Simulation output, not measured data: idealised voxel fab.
The following process module bears the name voxel lift off.
Xsec cut, 245 nm wide, square cell size 5 nm.
This document writes a cross-section as a grid whose cells are square, and gives it as bands, listed from the top down; one or more rows of cells form a band. Heads up on the band format: heights come first, top then bottom, in nm. After that it's the materials left to right, each with its width in nm. A single material flagged "edge to edge" fills the whole band edge to edge, and "blank" means there's empty space there. The reference from which all heights are counted is 0, the level beneath which the as-received wafer is entirely one material; the lowest band, having no lower bound, proceeds downward and is written after the example "0 -> down". The expression "30..40" gives the width at the extremes of the band, the first number at its top row of cells and the second at its bottom row, with the width changing by equal amounts from each row to the next in between. "nothing got changed" -> step changed no cross-section cell. Reported under the label "Closed void inventory" are the empty spaces having no open way to the top and comprising 8 cells or more; the notation for each is width x height at distance, in which the distance is measured from the left edge and all three values are in nm. The remark found on a step's line after its settings is issued by the simulator itself and pertains to that step. Each step line may optionally specify "overlay nm", which for a step with a mask gives the rightward distance between the mask's planned place and where it lay, a negative value indicating the leftward direction.

[So here's the lineup of process steps we planned]
1: RECEIVE [material Si]
2: CONFORMAL_DEP [material SiO2] [thk nm 5]
3: PATTERN [tone open] [mask id LINES] [material resist] [width nm 30] [pitch nm 55] [thk nm 20] [overlay nm 0]
4: DIRECTIONAL_DEP [material Ru] [thk nm 10]
5: STRIP [etch materials resist]
6: CONFORMAL_DEP [material SiO2] [thk nm 5]

[Wafer at receipt (post step 1), cross-section]
0 -> down: Si edge to edge
Closed void inventory: none

[As-planned run: cross-section of the first of two wafers at end of module]
20 -> 15: 75 blank, then 40 SiO2, then 15 blank, then 40 SiO2, then 75 blank
15 -> 10: 75 blank, then 5 SiO2, then 30 Ru, then 5 SiO2, then 15 blank, then 5 SiO2, then 30 Ru, then 5 SiO2, then 75 blank
10 -> 5: 80 SiO2, then 30 Ru, then 25 SiO2, then 30 Ru, then 80 SiO2
5 -> 0: SiO2 edge to edge
0 -> down: Si edge to edge
Closed void inventory: none

[Second wafer through the module, sectioned at the end: same beginning and same plan as the first wafer, with one mistake in carrying it out]
25 -> 20: 75 blank, then 40 SiO2, then 15 blank, then 40 SiO2, then 75 blank
20 -> 10: 75 blank, then 5 SiO2, then 30 Ru, then 5 SiO2, then 15 blank, then 5 SiO2, then 30 Ru, then 5 SiO2, then 75 blank
10 -> 5: 80 SiO2, then 30 Ru, then 25 SiO2, then 30 Ru, then 80 SiO2
5 -> 0: SiO2 edge to edge
0 -> down: Si edge to edge
Closed void inventory: none
The mistake made against the process plan was this: step 4 did not use the planned setting and instead ran as DIRECTIONAL_DEP [material Ru] [thk nm 15]
at the end the second wafer has, in cells: Ru +12 | SiO2 +4
